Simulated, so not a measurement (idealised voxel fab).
process module | voxel lift off
cross-section cut | 285 nm wide | cells 5 nm
A cross-section is a grid of square cells, given in bands from the top down. A band is one or more rows of cells.
Each band's line starts with the height of the band's top and of its bottom, in nm. Then come its materials from left to right, each with its width in nm. One material with "throughout" fills the band from edge to edge. "air" is empty space.
Height 0 is the level under which the wafer as received is all one material. The lowest band goes on downwards, as in "0 down".
A width such as "30 to 40" changes by the same amount from each row of cells to the next, from the band's top row to its bottom row.
"no change" after a step means that no cell of the cross-section changed.
closed voids: empty space of 8 cells or more with no open way to the top, each as width x height at its distance from the left edge, in nm
after a step's settings: what the simulator itself notes on the step
overlay nm, on a step with a mask: how far to the right of its planned place the mask lay; to the left if negative
plan
1 op RECEIVE | material Si
2 op CONFORMAL_DEP | material Al2O3 | thk nm 15
3 op PATTERN | tone open | mask id LINES | material resist | width nm 20 | pitch nm 40 | thk nm 30 | overlay nm 0
4 op DIRECTIONAL_DEP | material Ru | thk nm 15
5 op STRIP | etch materials resist
6 op CONFORMAL_DEP | material SiO2 | thk nm 5
first wafer, as planned
as received, after step 1
  0 down: Si throughout
  closed voids: none
after step 2
  15 to 0: Al2O3 throughout
  below 0: unchanged
after step 3
  45 to 15: resist 70 | air 20 | resist 20 | air 20 | resist 20 | air 20 | resist 20 | air 20 | resist 75
  below 15: unchanged
after step 4
  60 to 45: Ru 70 | air 20 | Ru 20 | air 20 | Ru 20 | air 20 | Ru 20 | air 20 | Ru 75
  45 to 30: resist 70 | air 20 | resist 20 | air 20 | resist 20 | air 20 | resist 20 | air 20 | resist 75
  30 to 15: resist 70 | Ru 20 | resist 20 | Ru 20 | resist 20 | Ru 20 | resist 20 | Ru 20 | resist 75
  below 15: unchanged
after step 5
  30 to 15: air 70 | Ru 20 | air 20 | Ru 20 | air 20 | Ru 20 | air 20 | Ru 20 | air 75
  below 15: unchanged
after step 6
  35 to 30: air 65 | SiO2 30 | air 10 | SiO2 30 | air 10 | SiO2 30 | air 10 | SiO2 30 | air 70
  30 to 20: air 65 | SiO2 5 | Ru 20 | SiO2 5 | air 10 | SiO2 5 | Ru 20 | SiO2 5 | air 10 | SiO2 5 | Ru 20 | SiO2 5 | air 10 | SiO2 5 | Ru 20 | SiO2 5 | air 70
  20 to 15: SiO2 70 | Ru 20 | SiO2 20 | Ru 20 | SiO2 20 | Ru 20 | SiO2 20 | Ru 20 | SiO2 75
  below 15: unchanged
second wafer: like start, like plan, one mistake. Through step 2 it matches the first wafer
when step 3 should have ended
  45 to 15: resist 70 | air 25 | resist 15 | air 25 | resist 15 | air 25 | resist 15 | air 25 | resist 70
  below 15: unchanged
when step 4 should have ended
  60 to 45: Ru 70 | air 25 | Ru 15 | air 25 | Ru 15 | air 25 | Ru 15 | air 25 | Ru 70
  45 to 30: resist 70 | air 25 | resist 15 | air 25 | resist 15 | air 25 | resist 15 | air 25 | resist 70
  30 to 15: resist 70 | Ru 25 | resist 15 | Ru 25 | resist 15 | Ru 25 | resist 15 | Ru 25 | resist 70
  below 15: unchanged
when step 5 should have ended
  30 to 15: air 70 | Ru 25 | air 15 | Ru 25 | air 15 | Ru 25 | air 15 | Ru 25 | air 70
  below 15: unchanged
when step 6 should have ended
  35 to 30: air 65 | SiO2 35 | air 5 | SiO2 35 | air 5 | SiO2 35 | air 5 | SiO2 35 | air 65
  30 to 20: air 65 | SiO2 5 | Ru 25 | SiO2 5 | air 5 | SiO2 5 | Ru 25 | SiO2 5 | air 5 | SiO2 5 | Ru 25 | SiO2 5 | air 5 | SiO2 5 | Ru 25 | SiO2 5 | air 65
  20 to 15: SiO2 70 | Ru 25 | SiO2 15 | Ru 25 | SiO2 15 | Ru 25 | SiO2 15 | Ru 25 | SiO2 70
  below 15: unchanged
what went wrong: step 3 ran as: op PATTERN | tone open | mask id LINES | material resist | width nm 25 | pitch nm 40 | thk nm 30 | overlay nm 0
at the end the second wafer has, in cells: 12 more of Ru
